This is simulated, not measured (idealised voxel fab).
Proc. module: voxel wiring stack
The width of the displayed cross-section, cut, is 220 nm; its cells are square, with a size of 5 nm.
A cross-section is a grid of square cells, given in bands from the top down. A band is one or more rows of cells.
Within each band entry, the heights of the top and of the bottom of the band appear first, in that order and in nm; the materials of the band then follow from left to right, each with its corresponding width in nm. The designation "full width" on a single material indicates that it fills the band from edge to edge; the designation "air" indicates empty space.
We count height from 0. Below that, the starting wafer is all one material. The lowest band never ends at the bottom but goes on down; see "0 nm and below" for how that is written.
The expression "30 to 40" gives the width at the extremes of the band, the first number at its top row of cells and the second at its bottom row, with the width changing by equal amounts from each row to the next in between.
You'll sometimes find "no alteration" written for a step, and that's the way of saying that nowhere in the cross-section did a cell change during that step.
"Trapped cavities" enumerates empty spaces isolated from the top, with no open way to it, that contain at least 8 cells, giving each as width x height at distance from the left edge, all three in nm.
Whatever follows a step's settings on its line is a remark the simulator itself makes about that step.
"overlay nm" denotes, for a step that has a mask, the displacement of the mask to the right of its planned place, with negative values corresponding to the left.
Pairs from here to the end. Each: cross-section before one process step, cross-section after it, the latter only as far down as the lowest band that changed. Under each: the step between, and its settings. Mind that the pairs may be taken from different runs of this module on the same starting wafer; whether a pair continues from the pair above depends on its entry headed "before", and it does only where that entry says so.
BEFORE
160 nm to 155 nm: TiN 55 | air 15 | TiN 30 | air 15 | TiN 30 | air 15 | TiN 60
155 nm to 145 nm: lowk 50 | TiN 5 | air 15 | TiN 5 | lowk 20 | TiN 5 | air 15 | TiN 5 | lowk 20 | TiN 5 | air 15 | TiN 5 | lowk 55
145 nm to 140 nm: lowk 50 | TiN 5 | air 5 | TiN 15 | lowk 20 | TiN 25 | lowk 20 | TiN 5 | air 5 | TiN 15 | lowk 55
140 nm to 130 nm: lowk 50 | TiN 5 | air 5 | TiN 5 | lowk 75 | TiN 5 | air 5 | TiN 5 | lowk 65
130 nm to 125 nm: SiCN 50 | TiN 15 | SiCN 75 | TiN 15 | SiCN 65
125 nm to 110 nm: SiO2 50 | TiN 5 | Cu 15 | TiN 5 | SiO2 20 | TiN 5 | Cu 15 | TiN 5 | SiO2 20 | TiN 5 | Cu 15 | TiN 5 | SiO2 55
110 nm to 105 nm: SiO2 50 | TiN 5 | Cu 5 | TiN 15 | SiO2 20 | TiN 5 | Cu 5 | TiN 15 | SiO2 20 | TiN 5 | Cu 5 | TiN 15 | SiO2 55
105 nm to 95 nm: SiO2 50 | TiN 5 | Cu 5 | TiN 5 | SiO2 30 | TiN 5 | Cu 5 | TiN 5 | SiO2 30 | TiN 5 | Cu 5 | TiN 5 | SiO2 65
95 nm to 90 nm: SiCN 50 | TiN 15 | SiCN 30 | TiN 15 | SiCN 30 | TiN 15 | SiCN 65
90 nm to 85 nm: TiN 55 | Cu 15 | TiN 30 | Cu 15 | TiN 30 | Cu 15 | TiN 60
85 nm to 70 nm: lowk 50 | TiN 5 | Cu 15 | TiN 5 | lowk 20 | TiN 5 | Cu 15 | TiN 5 | lowk 20 | TiN 5 | Cu 15 | TiN 5 | lowk 55
70 nm to 65 nm: lowk 50 | TiN 25 | lowk 20 | TiN 25 | lowk 20 | TiN 25 | lowk 55
65 nm to 50 nm: SiO2 50 | Ru 15 | SiO2 30 | Ru 15 | SiO2 30 | Ru 15 | SiO2 65
50 nm to 45 nm: SiCN 50 | Ru 15 | SiCN 30 | Ru 15 | SiCN 30 | Ru 15 | SiCN 65
45 nm to 20 nm: SiO2 50 | TiN 5 | Cu 15 | TiN 5 | SiO2 20 | TiN 5 | Cu 15 | TiN 5 | SiO2 20 | TiN 5 | Cu 15 | TiN 5 | SiO2 55
20 nm to 15 nm: SiN 50 | TiN 25 | SiN 20 | TiN 25 | SiN 20 | TiN 25 | SiN 55
15 nm to 0 nm: SiO2 full width
0 nm and below: Si full width
Trapped cavities: none
CUT VIEW, POST-STEP
170 nm to 160 nm: Cu full width
160 nm to 155 nm: TiN 55 | Cu 15 | TiN 30 | Cu 15 | TiN 30 | Cu 15 | TiN 60
155 nm to 145 nm: lowk 50 | TiN 5 | Cu 15 | TiN 5 | lowk 20 | TiN 5 | Cu 15 | TiN 5 | lowk 20 | TiN 5 | Cu 15 | TiN 5 | lowk 55
145 nm to 140 nm: lowk 50 | TiN 5 | Cu 5 | TiN 15 | lowk 20 | TiN 25 | lowk 20 | TiN 5 | Cu 5 | TiN 15 | lowk 55
140 nm to 130 nm: lowk 50 | TiN 5 | Cu 5 | TiN 5 | lowk 75 | TiN 5 | Cu 5 | TiN 5 | lowk 65
Heights below 130 show no change.
Trapped cavities: none
Step between the cross-sections above: FILL_DEP | material Cu | thk nm 10
before: this step begins from the cross-section that the pair just above shows after its step.
CUT VIEW, POST-STEP
155 nm to 145 nm: lowk 50 | TiN 5 | Cu 15 | TiN 5 | lowk 20 | TiN 5 | Cu 15 | TiN 5 | lowk 20 | TiN 5 | Cu 15 | TiN 5 | lowk 55
Heights below 145 show no change.
Trapped cavities: none
Step between the cross-sections above: CMP | height nm 155
before: this step begins from the cross-section that the pair just above shows after its step.
CUT VIEW, POST-STEP
160 nm to 155 nm: SiCN full width
Heights below 155 show no change.
Trapped cavities: none
Step between the cross-sections above: CONFORMAL_DEP | material SiCN | thk nm 5
BEFORE
125 nm to 95 nm: SiO2 full width
95 nm to 90 nm: SiCN full width
90 nm to 70 nm: lowk 50 | TiN 5 | Cu 15 | TiN 5 | lowk 20 | TiN 5 | Cu 15 | TiN 5 | lowk 20 | TiN 5 | Cu 15 | TiN 5 | lowk 55
70 nm to 65 nm: SiN 50 | TiN 25 | SiN 20 | TiN 25 | SiN 20 | TiN 25 | SiN 55
65 nm to 50 nm: SiO2 50 | Ru 15 | SiO2 30 | Ru 15 | SiO2 30 | Ru 15 | SiO2 65
50 nm to 45 nm: SiCN 50 | Ru 15 | SiCN 30 | Ru 15 | SiCN 30 | Ru 15 | SiCN 65
45 nm to 20 nm: SiO2 50 | TiN 5 | Cu 15 | TiN 5 | SiO2 20 | TiN 5 | Cu 15 | TiN 5 | SiO2 20 | TiN 5 | Cu 15 | TiN 5 | SiO2 55
20 nm to 15 nm: SiN 50 | TiN 25 | SiN 20 | TiN 25 | SiN 20 | TiN 25 | SiN 55
15 nm to 0 nm: SiO2 full width
0 nm and below: Si full width
Trapped cavities: none
CUT VIEW, POST-STEP
155 nm to 95 nm: SiO2 full width
Heights below 95 show no change.
Trapped cavities: none
Step between the cross-sections above: DIRECTIONAL_DEP | material SiO2 | thk nm 30
before: this step begins from the cross-section that the pair just above shows after its step.
CUT VIEW, POST-STEP
155 nm to 125 nm: SiO2 50 | air 15 | SiO2 30 | air 15 | SiO2 30 | air 15 | SiO2 65
Heights below 125 show no change.
Trapped cavities: none
Step between the cross-sections above: MASKED_ETCH | tone open | mask id METAL_3_HOLES | width nm 15 | pitch nm 45 | etch materials SiO2 | depth nm 30 | overlay nm 0
before: this step begins from the cross-section that the pair just above shows after its step.
CUT VIEW, POST-STEP
155 nm to 135 nm: SiO2 50 | air 25 | SiO2 20 | air 25 | SiO2 20 | air 25 | SiO2 55
135 nm to 105 nm: SiO2 50 | air 15 | SiO2 30 | air 15 | SiO2 30 | air 15 | SiO2 65
Heights below 105 show no change.
Trapped cavities: none
Step between the cross-sections above: MASKED_ETCH | tone open | mask id METAL_3 | width nm 25 | pitch nm 45 | etch materials SiO2 | depth nm 20 | overlay nm 0
before: this step begins from the cross-section that the pair just above shows after its step.
CUT VIEW, POST-STEP
160 nm to 155 nm: TiN 55 | air 15 | TiN 30 | air 15 | TiN 30 | air 15 | TiN 60
155 nm to 140 nm: SiO2 50 | TiN 5 | air 15 | TiN 5 | SiO2 20 | TiN 5 | air 15 | TiN 5 | SiO2 20 | TiN 5 | air 15 | TiN 5 | SiO2 55
140 nm to 135 nm: SiO2 50 | TiN 5 | air 5 | TiN 15 | SiO2 20 | TiN 5 | air 5 | TiN 15 | SiO2 20 | TiN 5 | air 5 | TiN 15 | SiO2 55
135 nm to 110 nm: SiO2 50 | TiN 5 | air 5 | TiN 5 | SiO2 30 | TiN 5 | air 5 | TiN 5 | SiO2 30 | TiN 5 | air 5 | TiN 5 | SiO2 65
110 nm to 105 nm: SiO2 50 | TiN 15 | SiO2 30 | TiN 15 | SiO2 30 | TiN 15 | SiO2 65
Heights below 105 show no change.
Trapped cavities: none
Step between the cross-sections above: CONFORMAL_DEP | material TiN | thk nm 5
before: this step begins from the cross-section that the pair just above shows after its step.
CUT VIEW, POST-STEP
170 nm to 160 nm: Cu full width
160 nm to 155 nm: TiN 55 | Cu 15 | TiN 30 | Cu 15 | TiN 30 | Cu 15 | TiN 60
155 nm to 140 nm: SiO2 50 | TiN 5 | Cu 15 | TiN 5 | SiO2 20 | TiN 5 | Cu 15 | TiN 5 | SiO2 20 | TiN 5 | Cu 15 | TiN 5 | SiO2 55
140 nm to 135 nm: SiO2 50 | TiN 5 | Cu 5 | TiN 15 | SiO2 20 | TiN 5 | Cu 5 | TiN 15 | SiO2 20 | TiN 5 | Cu 5 | TiN 15 | SiO2 55
135 nm to 110 nm: SiO2 50 | TiN 5 | Cu 5 | TiN 5 | SiO2 30 | TiN 5 | Cu 5 | TiN 5 | SiO2 30 | TiN 5 | Cu 5 | TiN 5 | SiO2 65
Heights below 110 show no change.
Trapped cavities: none
Step between the cross-sections above: FILL_DEP | material Cu | thk nm 10
before: this step begins from the cross-section that the pair just above shows after its step.
CUT VIEW, POST-STEP
125 nm to 110 nm: SiO2 50 | TiN 5 | Cu 5 | TiN 5 | SiO2 30 | TiN 5 | Cu 5 | TiN 5 | SiO2 30 | TiN 5 | Cu 5 | TiN 5 | SiO2 65
Heights below 110 show no change.
Trapped cavities: none
Step between the cross-sections above: CMP | height nm 125
before: this step begins from the cross-section that the pair just above shows after its step.
CUT VIEW, POST-STEP
130 nm to 125 nm: SiCN full width
Heights below 125 show no change.
Trapped cavities: none
Step between the cross-sections above: CONFORMAL_DEP | material SiCN | thk nm 5
before: this step begins from the cross-section that the pair just above shows after its step.
CUT VIEW, POST-STEP
155 nm to 130 nm: lowk full width
Heights below 130 show no change.
Trapped cavities: none
Step between the cross-sections above: DIRECTIONAL_DEP | material lowk | thk nm 25
before: this step begins from the cross-section that the pair just above shows after its step.
CUT VIEW, POST-STEP
155 nm to 130 nm: lowk 50 | air 15 | lowk 75 | air 15 | lowk 65
Heights below 130 show no change.
Trapped cavities: none
Step between the cross-sections above: MASKED_ETCH | tone open | mask id METAL_4_HOLES | width nm 15 | pitch nm 90 | etch materials lowk | depth nm 25 | overlay nm 0
before: this step begins from the cross-section that the pair just above shows after its step.
CUT VIEW, POST-STEP
175 nm to 155 nm: resist 50 | air 25 | resist 20 | air 25 | resist 20 | air 25 | resist 55
Heights below 155 show no change.
Trapped cavities: none
Step between the cross-sections above: PATTERN | tone open | mask id METAL_4 | material resist | width nm 25 | pitch nm 45 | thk nm 20 | overlay nm 0
before: this step begins from the cross-section that the pair just above shows after its step.
CUT VIEW, POST-STEP
175 nm to 155 nm: resist 50 | air 25 | resist 20 | air 25 | resist 20 | air 25 | resist 55
155 nm to 140 nm: lowk 50 | air 25 | lowk 20 | air 25 | lowk 20 | air 25 | lowk 55
Heights below 140 show no change.
Trapped cavities: none
Step between the cross-sections above: DIRECTIONAL_ETCH | etch materials lowk | depth nm 15
before: this step begins from the cross-section that the pair just above shows after its step.
CUT VIEW, POST-STEP
175 nm to 155 nm: resist 50 | air 25 | resist 20 | air 25 | resist 20 | air 25 | resist 55
155 nm to 140 nm: lowk 50 | air 25 | lowk 20 | air 25 | lowk 20 | air 25 | lowk 55
140 nm to 130 nm: lowk 50 | air 15 | lowk 75 | air 15 | lowk 65
130 nm to 125 nm: SiCN 50 | air 15 | SiCN 75 | air 15 | SiCN 65
Heights below 125 show no change.
Trapped cavities: none
Step between the cross-sections above: DIRECTIONAL_ETCH | etch materials SiCN | depth nm 5
before: this step begins from the cross-section that the pair just above shows after its step.
CUT VIEW, POST-STEP
155 nm to 140 nm: lowk 50 | air 25 | lowk 20 | air 25 | lowk 20 | air 25 | lowk 55
Heights below 140 show no change.
Trapped cavities: none
Step between the cross-sections above: STRIP | etch materials resist
before: this step begins from the cross-section that the pair just above shows after its step.
CUT VIEW, POST-STEP
160 nm to 155 nm: TiN 55 | air 15 | TiN 30 | air 15 | TiN 30 | air 15 | TiN 60
155 nm to 145 nm: lowk 50 | TiN 5 | air 15 | TiN 5 | lowk 20 | TiN 5 | air 15 | TiN 5 | lowk 20 | TiN 5 | air 15 | TiN 5 | lowk 55
145 nm to 140 nm: lowk 50 | TiN 5 | air 5 | TiN 15 | lowk 20 | TiN 25 | lowk 20 | TiN 5 | air 5 | TiN 15 | lowk 55
140 nm to 130 nm: lowk 50 | TiN 5 | air 5 | TiN 5 | lowk 75 | TiN 5 | air 5 | TiN 5 | lowk 65
130 nm to 125 nm: SiCN 50 | TiN 15 | SiCN 75 | TiN 15 | SiCN 65
Heights below 125 show no change.
Trapped cavities: none
Step between the cross-sections above: CONFORMAL_DEP | material TiN | thk nm 5
before: this step begins from the cross-section that the pair just above shows after its step.
CUT VIEW, POST-STEP
170 nm to 160 nm: Cu full width
160 nm to 155 nm: TiN 55 | Cu 15 | TiN 30 | Cu 15 | TiN 30 | Cu 15 | TiN 60
155 nm to 145 nm: lowk 50 | TiN 5 | Cu 15 | TiN 5 | lowk 20 | TiN 5 | Cu 15 | TiN 5 | lowk 20 | TiN 5 | Cu 15 | TiN 5 | lowk 55
145 nm to 140 nm: lowk 50 | TiN 5 | Cu 5 | TiN 15 | lowk 20 | TiN 25 | lowk 20 | TiN 5 | Cu 5 | TiN 15 | lowk 55
140 nm to 130 nm: lowk 50 | TiN 5 | Cu 5 | TiN 5 | lowk 75 | TiN 5 | Cu 5 | TiN 5 | lowk 65
Heights below 130 show no change.
Trapped cavities: none
Step between the cross-sections above: FILL_DEP | material Cu | thk nm 10
before: this step begins from the cross-section that the pair just above shows after its step.
CUT VIEW, POST-STEP
155 nm to 145 nm: lowk 50 | TiN 5 | Cu 15 | TiN 5 | lowk 20 | TiN 5 | Cu 15 | TiN 5 | lowk 20 | TiN 5 | Cu 15 | TiN 5 | lowk 55
Heights below 145 show no change.
Trapped cavities: none
Step between the cross-sections above: CMP | height nm 155
before: this step begins from the cross-section that the pair just above shows after its step.
CUT VIEW, POST-STEP
160 nm to 155 nm: SiCN full width
Heights below 155 show no change.
Trapped cavities: none
Step between the cross-sections above: CONFORMAL_DEP | material SiCN | thk nm 5
BEFORE
90 nm to 70 nm: lowk 50 | TiN 5 | Cu 15 | TiN 5 | lowk 20 | TiN 5 | Cu 15 | TiN 5 | lowk 20 | TiN 5 | Cu 15 | TiN 5 | lowk 55
70 nm to 65 nm: SiN 50 | TiN 25 | SiN 20 | TiN 25 | SiN 20 | TiN 25 | SiN 55
65 nm to 50 nm: SiO2 50 | Ru 15 | SiO2 30 | Ru 15 | SiO2 30 | Ru 15 | SiO2 65
50 nm to 45 nm: SiCN 50 | Ru 15 | SiCN 30 | Ru 15 | SiCN 30 | Ru 15 | SiCN 65
45 nm to 20 nm: SiO2 50 | TiN 5 | Cu 15 | TiN 5 | SiO2 20 | TiN 5 | Cu 15 | TiN 5 | SiO2 20 | TiN 5 | Cu 15 | TiN 5 | SiO2 55
20 nm to 15 nm: SiN 50 | TiN 25 | SiN 20 | TiN 25 | SiN 20 | TiN 25 | SiN 55
15 nm to 0 nm: SiO2 full width
0 nm and below: Si full width
Trapped cavities: none
CUT VIEW, POST-STEP
120 nm to 90 nm: SiO2 full width
Heights below 90 show no change.
Trapped cavities: none
Step between the cross-sections above: DIRECTIONAL_DEP | material SiO2 | thk nm 30
before: this step begins from the cross-section that the pair just above shows after its step.
CUT VIEW, POST-STEP
125 nm to 120 nm: SiCN full width
Heights below 120 show no change.
Trapped cavities: none
Step between the cross-sections above: CONFORMAL_DEP | material SiCN | thk nm 5
before: this step begins from the cross-section that the pair just above shows after its step.
CUT VIEW, POST-STEP
125 nm to 120 nm: SiCN 50 | air 25 | SiCN 20 | air 25 | SiCN 20 | air 25 | SiCN 55
Heights below 120 show no change.
Trapped cavities: none
Step between the cross-sections above: MASKED_ETCH | tone open | mask id METAL_3 | width nm 25 | pitch nm 45 | etch materials SiCN | depth nm 5 | overlay nm 0
before: this step begins from the cross-section that the pair just above shows after its step.
CUT VIEW, POST-STEP
130 nm to 125 nm: TiN 55 | air 15 | TiN 30 | air 15 | TiN 30 | air 15 | TiN 60
125 nm to 120 nm: SiCN 50 | TiN 25 | SiCN 20 | TiN 25 | SiCN 20 | TiN 25 | SiCN 55
Heights below 120 show no change.
Trapped cavities: none
Step between the cross-sections above: CONFORMAL_DEP | material TiN | thk nm 5
before: this step begins from the cross-section that the pair just above shows after its step.
CUT VIEW, POST-STEP
140 nm to 130 nm: Cu full width
130 nm to 125 nm: TiN 55 | Cu 15 | TiN 30 | Cu 15 | TiN 30 | Cu 15 | TiN 60
Heights below 125 show no change.
Trapped cavities: none
Step between the cross-sections above: FILL_DEP | material Cu | thk nm 10
before: this step begins from the cross-section that the pair just above shows after its step.
CUT VIEW, POST-STEP
125 nm to 120 nm: SiCN 50 | TiN 25 | SiCN 20 | TiN 25 | SiCN 20 | TiN 25 | SiCN 55
Heights below 120 show no change.
Trapped cavities: none
Step between the cross-sections above: CMP | height nm 125
before: this step begins from the cross-section that the pair just above shows after its step.
CUT VIEW, POST-STEP
130 nm to 125 nm: SiCN full width
Heights below 125 show no change.
Trapped cavities: none
Step between the cross-sections above: CONFORMAL_DEP | material SiCN | thk nm 5
before: this step begins from the cross-section that the pair just above shows after its step.
CUT VIEW, POST-STEP
155 nm to 130 nm: lowk full width
Heights below 130 show no change.
Trapped cavities: none
Step between the cross-sections above: DIRECTIONAL_DEP | material lowk | thk nm 25
before: this step begins from the cross-section that the pair just above shows after its step.
CUT VIEW, POST-STEP
155 nm to 130 nm: lowk 50 | air 15 | lowk 75 | air 15 | lowk 65
Heights below 130 show no change.
Trapped cavities: none
Step between the cross-sections above: MASKED_ETCH | tone open | mask id METAL_4_HOLES | width nm 15 | pitch nm 90 | etch materials lowk | depth nm 25 | overlay nm 0
before: this step begins from the cross-section that the pair just above shows after its step.
CUT VIEW, POST-STEP
175 nm to 155 nm: resist 50 | air 25 | resist 20 | air 25 | resist 20 | air 25 | resist 55
Heights below 155 show no change.
Trapped cavities: none
Step between the cross-sections above: PATTERN | tone open | mask id METAL_4 | material resist | width nm 25 | pitch nm 45 | thk nm 20 | overlay nm 0
before: this step begins from the cross-section that the pair just above shows after its step.
CUT VIEW, POST-STEP
175 nm to 155 nm: resist 50 | air 25 | resist 20 | air 25 | resist 20 | air 25 | resist 55
155 nm to 140 nm: lowk 50 | air 25 | lowk 20 | air 25 | lowk 20 | air 25 | lowk 55
Heights below 140 show no change.
Trapped cavities: none
Step between the cross-sections above: DIRECTIONAL_ETCH | etch materials lowk | depth nm 15
before: this step begins from the cross-section that the pair just above shows after its step.
CUT VIEW, POST-STEP
175 nm to 155 nm: resist 50 | air 25 | resist 20 | air 25 | resist 20 | air 25 | resist 55
155 nm to 140 nm: lowk 50 | air 25 | lowk 20 | air 25 | lowk 20 | air 25 | lowk 55
140 nm to 130 nm: lowk 50 | air 15 | lowk 75 | air 15 | lowk 65
130 nm to 125 nm: SiCN 50 | air 15 | SiCN 75 | air 15 | SiCN 65
Heights below 125 show no change.
Trapped cavities: none
Step between the cross-sections above: DIRECTIONAL_ETCH | etch materials SiCN | depth nm 5
before: this step begins from the cross-section that the pair just above shows after its step.
CUT VIEW, POST-STEP
155 nm to 140 nm: lowk 50 | air 25 | lowk 20 | air 25 | lowk 20 | air 25 | lowk 55
Heights below 140 show no change.
Trapped cavities: none
Step between the cross-sections above: STRIP | etch materials resist
before: this step begins from the cross-section that the pair just above shows after its step.
CUT VIEW, POST-STEP
160 nm to 155 nm: TiN 55 | air 15 | TiN 30 | air 15 | TiN 30 | air 15 | TiN 60
155 nm to 145 nm: lowk 50 | TiN 5 | air 15 | TiN 5 | lowk 20 | TiN 5 | air 15 | TiN 5 | lowk 20 | TiN 5 | air 15 | TiN 5 | lowk 55
145 nm to 140 nm: lowk 50 | TiN 5 | air 5 | TiN 15 | lowk 20 | TiN 25 | lowk 20 | TiN 5 | air 5 | TiN 15 | lowk 55
140 nm to 130 nm: lowk 50 | TiN 5 | air 5 | TiN 5 | lowk 75 | TiN 5 | air 5 | TiN 5 | lowk 65
130 nm to 125 nm: SiCN 50 | TiN 15 | SiCN 75 | TiN 15 | SiCN 65
Heights below 125 show no change.
Trapped cavities: none
Step between the cross-sections above: CONFORMAL_DEP | material TiN | thk nm 5
before: this step begins from the cross-section that the pair just above shows after its step.
CUT VIEW, POST-STEP
170 nm to 160 nm: Cu full width
160 nm to 155 nm: TiN 55 | Cu 15 | TiN 30 | Cu 15 | TiN 30 | Cu 15 | TiN 60
155 nm to 145 nm: lowk 50 | TiN 5 | Cu 15 | TiN 5 | lowk 20 | TiN 5 | Cu 15 | TiN 5 | lowk 20 | TiN 5 | Cu 15 | TiN 5 | lowk 55
145 nm to 140 nm: lowk 50 | TiN 5 | Cu 5 | TiN 15 | lowk 20 | TiN 25 | lowk 20 | TiN 5 | Cu 5 | TiN 15 | lowk 55
140 nm to 130 nm: lowk 50 | TiN 5 | Cu 5 | TiN 5 | lowk 75 | TiN 5 | Cu 5 | TiN 5 | lowk 65
Heights below 130 show no change.
Trapped cavities: none
Step between the cross-sections above: FILL_DEP | material Cu | thk nm 10
before: this step begins from the cross-section that the pair just above shows after its step.
CUT VIEW, POST-STEP
155 nm to 145 nm: lowk 50 | TiN 5 | Cu 15 | TiN 5 | lowk 20 | TiN 5 | Cu 15 | TiN 5 | lowk 20 | TiN 5 | Cu 15 | TiN 5 | lowk 55
Heights below 145 show no change.
Trapped cavities: none
Step between the cross-sections above: CMP | height nm 155
before: this step begins from the cross-section that the pair just above shows after its step.
CUT VIEW, POST-STEP
160 nm to 155 nm: SiCN full width
Heights below 155 show no change.
Trapped cavities: none
Step between the cross-sections above: CONFORMAL_DEP | material SiCN | thk nm 5
BEFORE
70 nm to 65 nm: SiN full width
65 nm to 50 nm: SiO2 50 | Ru 15 | SiO2 30 | Ru 15 | SiO2 30 | Ru 15 | SiO2 65
50 nm to 45 nm: SiCN 50 | Ru 15 | SiCN 30 | Ru 15 | SiCN 30 | Ru 15 | SiCN 65
45 nm to 20 nm: SiO2 50 | TiN 5 | Cu 15 | TiN 5 | SiO2 20 | TiN 5 | Cu 15 | TiN 5 | SiO2 20 | TiN 5 | Cu 15 | TiN 5 | SiO2 55
20 nm to 15 nm: SiN 50 | TiN 25 | SiN 20 | TiN 25 | SiN 20 | TiN 25 | SiN 55
15 nm to 0 nm: SiO2 full width
0 nm and below: Si full width
Trapped cavities: none
CUT VIEW, POST-STEP
85 nm to 70 nm: lowk full width
Heights below 70 show no change.
Trapped cavities: none
Step between the cross-sections above: DIRECTIONAL_DEP | material lowk | thk nm 15
before: this step begins from the cross-section that the pair just above shows after its step.
CUT VIEW, POST-STEP
105 nm to 85 nm: resist 50 | air 25 | resist 20 | air 25 | resist 20 | air 25 | resist 55
Heights below 85 show no change.
Trapped cavities: none
Step between the cross-sections above: PATTERN | tone open | mask id METAL_2 | material resist | width nm 25 | pitch nm 45 | thk nm 20 | overlay nm 0
before: this step begins from the cross-section that the pair just above shows after its step.
CUT VIEW, POST-STEP
105 nm to 85 nm: resist 50 | air 25 | resist 20 | air 25 | resist 20 | air 25 | resist 55
85 nm to 70 nm: lowk 50 | air 25 | lowk 20 | air 25 | lowk 20 | air 25 | lowk 55
Heights below 70 show no change.
Trapped cavities: none
Step between the cross-sections above: DIRECTIONAL_ETCH | etch materials lowk | depth nm 20
before: this step begins from the cross-section that the pair just above shows after its step.
CUT VIEW, POST-STEP
105 nm to 85 nm: resist 50 | air 25 | resist 20 | air 25 | resist 20 | air 25 | resist 55
85 nm to 70 nm: lowk 50 | air 25 | lowk 20 | air 25 | lowk 20 | air 25 | lowk 55
70 nm to 65 nm: SiN 50 | air 25 | SiN 20 | air 25 | SiN 20 | air 25 | SiN 55
Heights below 65 show no change.
Trapped cavities: none
Step between the cross-sections above: DIRECTIONAL_ETCH | etch materials SiN | depth nm 5
before: this step begins from the cross-section that the pair just above shows after its step.
CUT VIEW, POST-STEP
85 nm to 70 nm: lowk 50 | air 25 | lowk 20 | air 25 | lowk 20 | air 25 | lowk 55
Heights below 70 show no change.
Trapped cavities: none
Step between the cross-sections above: STRIP | etch materials resist
before: this step begins from the cross-section that the pair just above shows after its step.
CUT VIEW, POST-STEP
90 nm to 85 nm: TiN 55 | air 15 | TiN 30 | air 15 | TiN 30 | air 15 | TiN 60
85 nm to 70 nm: lowk 50 | TiN 5 | air 15 | TiN 5 | lowk 20 | TiN 5 | air 15 | TiN 5 | lowk 20 | TiN 5 | air 15 | TiN 5 | lowk 55
70 nm to 65 nm: SiN 50 | TiN 25 | SiN 20 | TiN 25 | SiN 20 | TiN 25 | SiN 55
Heights below 65 show no change.
Trapped cavities: none
Step between the cross-sections above: CONFORMAL_DEP | material TiN | thk nm 5
before: this step begins from the cross-section that the pair just above shows after its step.
CUT VIEW, POST-STEP
100 nm to 90 nm: Cu full width
90 nm to 85 nm: TiN 55 | Cu 15 | TiN 30 | Cu 15 | TiN 30 | Cu 15 | TiN 60
85 nm to 70 nm: lowk 50 | TiN 5 | Cu 15 | TiN 5 | lowk 20 | TiN 5 | Cu 15 | TiN 5 | lowk 20 | TiN 5 | Cu 15 | TiN 5 | lowk 55
Heights below 70 show no change.
Trapped cavities: none
Step between the cross-sections above: FILL_DEP | material Cu | thk nm 10
before: this step begins from the cross-section that the pair just above shows after its step.
CUT VIEW, POST-STEP
90 nm to 85 nm: TiN 55 | Cu 15 | TiN 30 | Cu 15 | TiN 30 | Cu 15 | TiN 60
Heights below 85 show no change.
Trapped cavities: none
Step between the cross-sections above: CMP | height nm 90
before: this step begins from the cross-section that the pair just above shows after its step.
CUT VIEW, POST-STEP
95 nm to 90 nm: SiCN full width
Heights below 90 show no change.
Trapped cavities: none
Step between the cross-sections above: CONFORMAL_DEP | material SiCN | thk nm 5
before: this step begins from the cross-section that the pair just above shows after its step.
CUT VIEW, POST-STEP
125 nm to 95 nm: SiO2 full width
Heights below 95 show no change.
Trapped cavities: none
Step between the cross-sections above: DIRECTIONAL_DEP | material SiO2 | thk nm 30
before: this step begins from the cross-section that the pair just above shows after its step.
CUT VIEW, POST-STEP
125 nm to 95 nm: SiO2 50 | air 15 | SiO2 30 | air 15 | SiO2 30 | air 15 | SiO2 65
Heights below 95 show no change.
Trapped cavities: none
Step between the cross-sections above: MASKED_ETCH | tone open | mask id METAL_3_HOLES | width nm 15 | pitch nm 45 | etch materials SiO2 | depth nm 30 | overlay nm 0
before: this step begins from the cross-section that the pair just above shows after its step.
CUT VIEW, POST-STEP
125 nm to 105 nm: SiO2 50 | air 25 | SiO2 20 | air 25 | SiO2 20 | air 25 | SiO2 55
Heights below 105 show no change.
Trapped cavities: none
Step between the cross-sections above: MASKED_ETCH | tone open | mask id METAL_3 | width nm 25 | pitch nm 45 | etch materials SiO2 | depth nm 20 | overlay nm 0
before: this step begins from the cross-section that the pair just above shows after its step.
CUT VIEW, POST-STEP
125 nm to 105 nm: SiO2 50 | air 25 | SiO2 20 | air 25 | SiO2 20 | air 25 | SiO2 55
105 nm to 95 nm: SiO2 50 | air 15 | SiO2 30 | air 15 | SiO2 30 | air 15 | SiO2 65
95 nm to 90 nm: SiCN 50 | air 15 | SiCN 30 | air 15 | SiCN 30 | air 15 | SiCN 65
Heights below 90 show no change.
Trapped cavities: none
Step between the cross-sections above: MASKED_ETCH | tone open | mask id METAL_3 | width nm 25 | pitch nm 45 | etch materials SiCN | depth nm 5 | overlay nm 0
before: this step begins from the cross-section that the pair just above shows after its step.
CUT VIEW, POST-STEP
130 nm to 125 nm: TiN 55 | air 15 | TiN 30 | air 15 | TiN 30 | air 15 | TiN 60
125 nm to 110 nm: SiO2 50 | TiN 5 | air 15 | TiN 5 | SiO2 20 | TiN 5 | air 15 | TiN 5 | SiO2 20 | TiN 5 | air 15 | TiN 5 | SiO2 55
110 nm to 105 nm: SiO2 50 | TiN 5 | air 5 | TiN 15 | SiO2 20 | TiN 5 | air 5 | TiN 15 | SiO2 20 | TiN 5 | air 5 | TiN 15 | SiO2 55
105 nm to 95 nm: SiO2 50 | TiN 5 | air 5 | TiN 5 | SiO2 30 | TiN 5 | air 5 | TiN 5 | SiO2 30 | TiN 5 | air 5 | TiN 5 | SiO2 65
95 nm to 90 nm: SiCN 50 | TiN 15 | SiCN 30 | TiN 15 | SiCN 30 | TiN 15 | SiCN 65
Heights below 90 show no change.
Trapped cavities: none
Step between the cross-sections above: CONFORMAL_DEP | material TiN | thk nm 5
before: this step begins from the cross-section that the pair just above shows after its step.
CUT VIEW, POST-STEP
140 nm to 130 nm: Cu full width
130 nm to 125 nm: TiN 55 | Cu 15 | TiN 30 | Cu 15 | TiN 30 | Cu 15 | TiN 60
125 nm to 110 nm: SiO2 50 | TiN 5 | Cu 15 | TiN 5 | SiO2 20 | TiN 5 | Cu 15 | TiN 5 | SiO2 20 | TiN 5 | Cu 15 | TiN 5 | SiO2 55
110 nm to 105 nm: SiO2 50 | TiN 5 | Cu 5 | TiN 15 | SiO2 20 | TiN 5 | Cu 5 | TiN 15 | SiO2 20 | TiN 5 | Cu 5 | TiN 15 | SiO2 55
105 nm to 95 nm: SiO2 50 | TiN 5 | Cu 5 | TiN 5 | SiO2 30 | TiN 5 | Cu 5 | TiN 5 | SiO2 30 | TiN 5 | Cu 5 | TiN 5 | SiO2 65
Heights below 95 show no change.
Trapped cavities: none
Step between the cross-sections above: FILL_DEP | material Cu | thk nm 10
before: this step begins from the cross-section that the pair just above shows after its step.
CUT VIEW, POST-STEP
125 nm to 110 nm: SiO2 50 | TiN 5 | Cu 15 | TiN 5 | SiO2 20 | TiN 5 | Cu 15 | TiN 5 | SiO2 20 | TiN 5 | Cu 15 | TiN 5 | SiO2 55
Heights below 110 show no change.
Trapped cavities: none
Step between the cross-sections above: CMP | height nm 125
before: this step begins from the cross-section that the pair just above shows after its step.
CUT VIEW, POST-STEP
130 nm to 125 nm: SiCN full width
Heights below 125 show no change.
Trapped cavities: none
Step between the cross-sections above: CONFORMAL_DEP | material SiCN | thk nm 5
